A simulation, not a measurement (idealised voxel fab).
voxel quadruple lines: a process module
In the cross-section labelled cut, the width is 205 nm and each square cell is 5 nm.
Cross-section, as written here: a square-cell grid given band by band from the top down, where a band holds one or more rows of cells.
Within each band entry, the heights of the top and of the bottom of the band appear first, in that order and in nm; the materials of the band then follow from left to right, each with its corresponding width in nm. The designation "everywhere" on a single material indicates that it fills the band from edge to edge; the designation "blank" indicates empty space.
Heights are reckoned from 0. Under this level, the received wafer is all of one material. The bottommost band is open-ended downward, for example "0..down".
You'd read "30->40" like this: the band's top row of cells is as wide as the first number, its bottom row is as wide as the second, and going down, every row changes width by the same amount as the row before did.
Any step labelled "all unchanged" changed none of the cells in the cross-section.
For the entry "Voids lacking openings", the listed items are empty spaces with no open way to the top whose size is 8 cells or more; each item follows the pattern width x height at distance, where distance is from the left edge and all three are in nm.
Past the settings on a step's line: simulator remark, on that step.
overlay nm: right-of-plan distance of the mask on a masked step; negative values mean left-of-plan.

Steps planned for the process
step 1: RECEIVE with material Si
step 2: CONFORMAL_DEP with material SiO2, thk nm 10
step 3: DIRECTIONAL_DEP with material TiN, thk nm 15
step 4: DIRECTIONAL_DEP with material polySi, thk nm 20
step 5: DIRECTIONAL_DEP with material aC, thk nm 25
step 6: PATTERN with tone cover, mask id MANDREL, material resist, width nm 20, thk nm 30, overlay nm 0
step 7: DIRECTIONAL_ETCH with etch materials aC, depth nm 25
step 8: STRIP with etch materials resist
step 9: CONFORMAL_DEP with material SiO2, thk nm 10
step 10: DIRECTIONAL_ETCH with etch materials SiO2, depth nm 10
step 11: STRIP with etch materials aC
step 12: DIRECTIONAL_ETCH with etch materials polySi, depth nm 20
step 13: STRIP with etch materials SiO2
step 14: CONFORMAL_DEP with material SiN, thk nm 5
step 15: DIRECTIONAL_ETCH with etch materials SiN, depth nm 5
step 16: STRIP with etch materials polySi
step 17: DIRECTIONAL_ETCH with etch materials TiN, depth nm 15
step 18: STRIP with etch materials SiN

Delivered wafer in cross-section: state after step 1
- 0..down  Si everywhere
- Voids lacking openings: none

Cross-sectional view of the first of the two wafers upon completion of the module, processed in accordance with the plan
- 25..10  75 nm blank; 5 nm TiN; 10 nm blank; 5 nm TiN; 10 nm blank; 5 nm TiN; 10 nm blank; 5 nm TiN; 80 nm blank
- 10..0  SiO2 everywhere
- 0..down  Si everywhere
- Voids lacking openings: none

Wafer two, sectioned after the module: the first wafer's start, the first wafer's plan, and one mistake in how it was run
- 30..10  polySi everywhere
- 10..0  SiO2 everywhere
- 0..down  Si everywhere
- Voids lacking openings: none
The plan and the run diverged here: the processing plan was not followed for steps 3 and 4, which were run with their positions exchanged
It is noted that, at the conclusion of processing, the second wafer exhibits a higher or lower cell count for certain materials relative to the first: 12 fewer of TiN; 164 more of polySi
